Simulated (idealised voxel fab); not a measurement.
Title: Process Module voxel transistor to metal
Each square cell in cross-section cut measures 5 nm, and the section as a whole is 150 nm wide.
Think of the cross-section as a grid of square cells. We describe it in bands, top to bottom, and each band covers one or more rows of those cells.
Top height, bottom height, nm. Materials left to right, width each, nm. Single material + "full width" = fills band edge to edge. "empty" = empty.
Ref level 0: as-received wafer is one material below here. Bottom band extends down with no lower bound ("0 down").
Top row gets the first number, bottom row gets the second, and each row in between changes by the same step: that is how a band width like "30..40" works.
When a step is marked "left unchanged", none of the cells in the cross-section changed during that step.
Closed empty spaces (no open way to the top) of 8 cells or more are what "Closed void roster" lists, each as width x height at distance from the left edge, nm for all three.
On a step's line, text after the settings is the simulator commenting on that step.
"overlay nm" on a masked step: distance the mask lay right of its planned place, negative for left.

**These are the steps we planned for the process**
| 1 | RECEIVE, material Si |
| 2 | CONFORMAL_DEP, material SiO2, thk nm 5 |
| 3 | CONFORMAL_DEP, material SiN, thk nm 15 |
| 4 | DIRECTIONAL_DEP, material aC, thk nm 15 |
| 5 | PATTERN, tone cover, mask id ACTIVE, material resist, width nm 95, thk nm 30, overlay nm 0 |
| 6 | DIRECTIONAL_ETCH, etch materials aC, depth nm 15 |
| 7 | STRIP, etch materials resist |
| 8 | DIRECTIONAL_ETCH, etch materials SiN, depth nm 15 |
| 9 | DIRECTIONAL_ETCH, etch materials SiO2, depth nm 5 |
| 10 | DIRECTIONAL_ETCH, etch materials Si, depth nm 30 |
| 11 | STRIP, etch materials aC |
| 12 | FILL_DEP, material SiO2, thk nm 10 |
| 13 | CMP, height nm 20 |
| 14 | SELECTIVE_ETCH, etch materials SiO2, depth nm 10 |
| 15 | STRIP, etch materials SiN |
| 16 | SELECTIVE_ETCH, etch materials SiO2, depth nm 5 |
| 17 | OXIDIZE, depth nm 5 |
| 18 | DIRECTIONAL_DEP, material polySi, thk nm 25 |
| 19 | DIRECTIONAL_DEP, material SiCN, thk nm 15 |
| 20 | PATTERN, tone cover, mask id GATE, material resist, width nm 15, thk nm 15, overlay nm 0 |
| 21 | DIRECTIONAL_ETCH, etch materials SiCN, depth nm 25 |
| 22 | DIRECTIONAL_ETCH, etch materials polySi, depth nm 35 |
| 23 | STRIP, etch materials resist |
| 24 | CONFORMAL_DEP, material SiN, thk nm 10 |
| 25 | DIRECTIONAL_ETCH, etch materials SiN, depth nm 10 |
| 26 | DIRECTIONAL_ETCH, etch materials SiO2, depth nm 5 |
| 27 | EPI, material SiGe, thk nm 5 |
| 28 | FILL_DEP, material SiO2, thk nm 10 |
| 29 | CMP, height nm 40 |
| 30 | DIRECTIONAL_DEP, material SiO2, thk nm 15 |
| 31 | MASKED_ETCH, tone open, mask id CONTACT, width nm 20, pitch nm 65, etch materials SiO2, depth nm 55, overlay nm 0 |
| 32 | CONFORMAL_DEP, material TiN, thk nm 5 |
| 33 | FILL_DEP, material W, thk nm 10 |
| 34 | CMP, height nm 55 |
| 35 | CONFORMAL_DEP, material SiCN, thk nm 5 |
| 36 | DIRECTIONAL_DEP, material SiO2, thk nm 25 |
| 37 | DIRECTIONAL_DEP, material aC, thk nm 10 |
| 38 | PATTERN, tone open, mask id METAL_1, material resist, width nm 20, pitch nm 65, thk nm 25, overlay nm 0 |
| 39 | DIRECTIONAL_ETCH, etch materials aC, depth nm 10 |
| 40 | STRIP, etch materials resist |
| 41 | DIRECTIONAL_ETCH, etch materials SiO2, depth nm 25 |
| 42 | DIRECTIONAL_ETCH, etch materials SiCN, depth nm 5 |
| 43 | STRIP, etch materials aC |
| 44 | CONFORMAL_DEP, material TiN, thk nm 5 |
| 45 | FILL_DEP, material Cu, thk nm 10 |
| 46 | CMP, height nm 85 |
| 47 | EPI, material Ru, thk nm 5 |
| 48 | FILL_DEP, material SiCN, thk nm 5 |
| 49 | DIRECTIONAL_DEP, material SiO2, thk nm 25 |
| 50 | PATTERN, tone open, mask id METAL_2, material resist, width nm 20, pitch nm 65, thk nm 20, overlay nm 0 |
| 51 | DIRECTIONAL_ETCH, etch materials SiO2, depth nm 15 |
| 52 | STRIP, etch materials resist |
| 53 | DIRECTIONAL_DEP, material aC, thk nm 10 |
| 54 | PATTERN, tone open, mask id METAL_2_HOLES, material resist, width nm 15, pitch nm 65, thk nm 30, overlay nm 0 |
| 55 | DIRECTIONAL_ETCH, etch materials aC, depth nm 10 |
| 56 | STRIP, etch materials resist |
| 57 | DIRECTIONAL_ETCH, etch materials SiO2, depth nm 10 |
| 58 | DIRECTIONAL_ETCH, etch materials SiCN, depth nm 5 |
| 59 | STRIP, etch materials aC |
| 60 | CONFORMAL_DEP, material TiN, thk nm 5 |
| 61 | FILL_DEP, material Cu, thk nm 5 |
| 62 | CMP, height nm 120 |
| 63 | CONFORMAL_DEP, material SiN, thk nm 5 |

**as received, after step 1**
> 0 down = Si full width
> Closed void roster: none

**Wafer cross-section at module end: first of two, run to plan**
> 125 to 120 = SiN full width
> 120 to 110 = 30 of SiO2 / 5 of TiN / 10 of Cu / 5 of TiN / 45 of SiO2 / 5 of TiN / 10 of Cu / 5 of TiN / 35 of SiO2
> 110 to 105 = 30 of SiO2 / 5 of TiN / 5 of Cu / 10 of TiN / 45 of SiO2 / 5 of TiN / 5 of Cu / 10 of TiN / 35 of SiO2
> 105 to 95 = 30 of SiO2 / 5 of TiN / 5 of Cu / 5 of TiN / 50 of SiO2 / 5 of TiN / 5 of Cu / 5 of TiN / 40 of SiO2
> 95 to 90 = 30 of SiCN / 15 of TiN / 50 of SiCN / 15 of TiN / 40 of SiCN
> 90 to 85 = 25 of SiCN / 30 of Ru / 35 of SiCN / 30 of Ru / 30 of SiCN
> 85 to 60 = 30 of SiO2 / 5 of TiN / 10 of Cu / 5 of TiN / 45 of SiO2 / 5 of TiN / 10 of Cu / 5 of TiN / 35 of SiO2
> 60 to 55 = 30 of SiCN / 20 of TiN / 45 of SiCN / 20 of TiN / 35 of SiCN
> 55 to 40 = 30 of SiO2 / 5 of TiN / 10 of W / 5 of TiN / 45 of SiO2 / 5 of TiN / 10 of W / 5 of TiN / 35 of SiO2
> 40 to 25 = 30 of SiO2 / 5 of TiN / 10 of W / 5 of TiN / 5 of SiO2 / 10 of SiN / 15 of SiCN / 10 of SiN / 5 of SiO2 / 5 of TiN / 10 of W / 5 of TiN / 35 of SiO2
> 25 to 5 = 30 of SiO2 / 5 of TiN / 10 of W / 5 of TiN / 5 of SiO2 / 10 of SiN / 15 of polySi / 10 of SiN / 5 of SiO2 / 5 of TiN / 10 of W / 5 of TiN / 35 of SiO2
> 5 to 0 = 20 of SiO2 / 10 of SiN / 20 of TiN / 5 of SiO2 / 10 of SiN / 15 of polySi / 10 of SiN / 5 of SiO2 / 20 of TiN / 10 of SiN / 25 of SiO2
> 0 to -5 = 30 of SiO2 / 25 of SiGe / 35 of SiO2 / 25 of SiGe / 35 of SiO2
> -5 to -30 = 25 of SiO2 / 95 of Si / 30 of SiO2
> -30 down = Si full width
> Closed void roster: none

**Now the second wafer, cross-sectioned at the end of the module. Nothing different at the start, nothing different in the plan compared with the first, just one mistake when it was actually run**
> 125 to 120 = SiN full width
> 120 to 110 = 30 of SiO2 / 5 of TiN / 15..10 of Cu / 5..10 of TiN / 40 of SiO2 / 5 of TiN / 15..10 of Cu / 5..10 of TiN / 30 of SiO2
> 110 to 105 = 30 of SiO2 / 20 of TiN / 45 of SiO2 / 20 of TiN / 35 of SiO2
> 105 to 95 = 40 of SiO2 / 10 of TiN / 55 of SiO2 / 10 of TiN / 35 of SiO2
> 95 to 90 = 40 of SiCN / 10 of TiN / 55 of SiCN / 10 of TiN / 35 of SiCN
> 90 to 85 = 25 of SiCN / 30 of Ru / 35 of SiCN / 30 of Ru / 30 of SiCN
> 85 to 60 = 30 of SiO2 / 5 of TiN / 10 of Cu / 5 of TiN / 45 of SiO2 / 5 of TiN / 10 of Cu / 5 of TiN / 35 of SiO2
> 60 to 55 = 30 of SiCN / 20 of TiN / 45 of SiCN / 20 of TiN / 35 of SiCN
> 55 to 40 = 30 of SiO2 / 5 of TiN / 10 of W / 5 of TiN / 45 of SiO2 / 5 of TiN / 10 of W / 5 of TiN / 35 of SiO2
> 40 to 25 = 30 of SiO2 / 5 of TiN / 10 of W / 5 of TiN / 5 of SiO2 / 10 of SiN / 15 of SiCN / 10 of SiN / 5 of SiO2 / 5 of TiN / 10 of W / 5 of TiN / 35 of SiO2
> 25 to 5 = 30 of SiO2 / 5 of TiN / 10 of W / 5 of TiN / 5 of SiO2 / 10 of SiN / 15 of polySi / 10 of SiN / 5 of SiO2 / 5 of TiN / 10 of W / 5 of TiN / 35 of SiO2
> 5 to 0 = 20 of SiO2 / 10 of SiN / 20 of TiN / 5 of SiO2 / 10 of SiN / 15 of polySi / 10 of SiN / 5 of SiO2 / 20 of TiN / 10 of SiN / 25 of SiO2
> 0 to -5 = 30 of SiO2 / 25 of SiGe / 35 of SiO2 / 25 of SiGe / 35 of SiO2
> -5 to -30 = 25 of SiO2 / 95 of Si / 30 of SiO2
> -30 down = Si full width
> Closed void roster: none
Finding, execution versus plan: step 54 went in with a setting other than planned; the actual run was PATTERN, tone open, mask id METAL_2_HOLES, material resist, width nm 15, pitch nm 65, thk nm 30, overlay nm 10
Wrapping up, a cell-based count of both wafers puts the second over or under the first for these materials: Cu: 4 fewer; SiCN: 2 more; TiN: 2 more
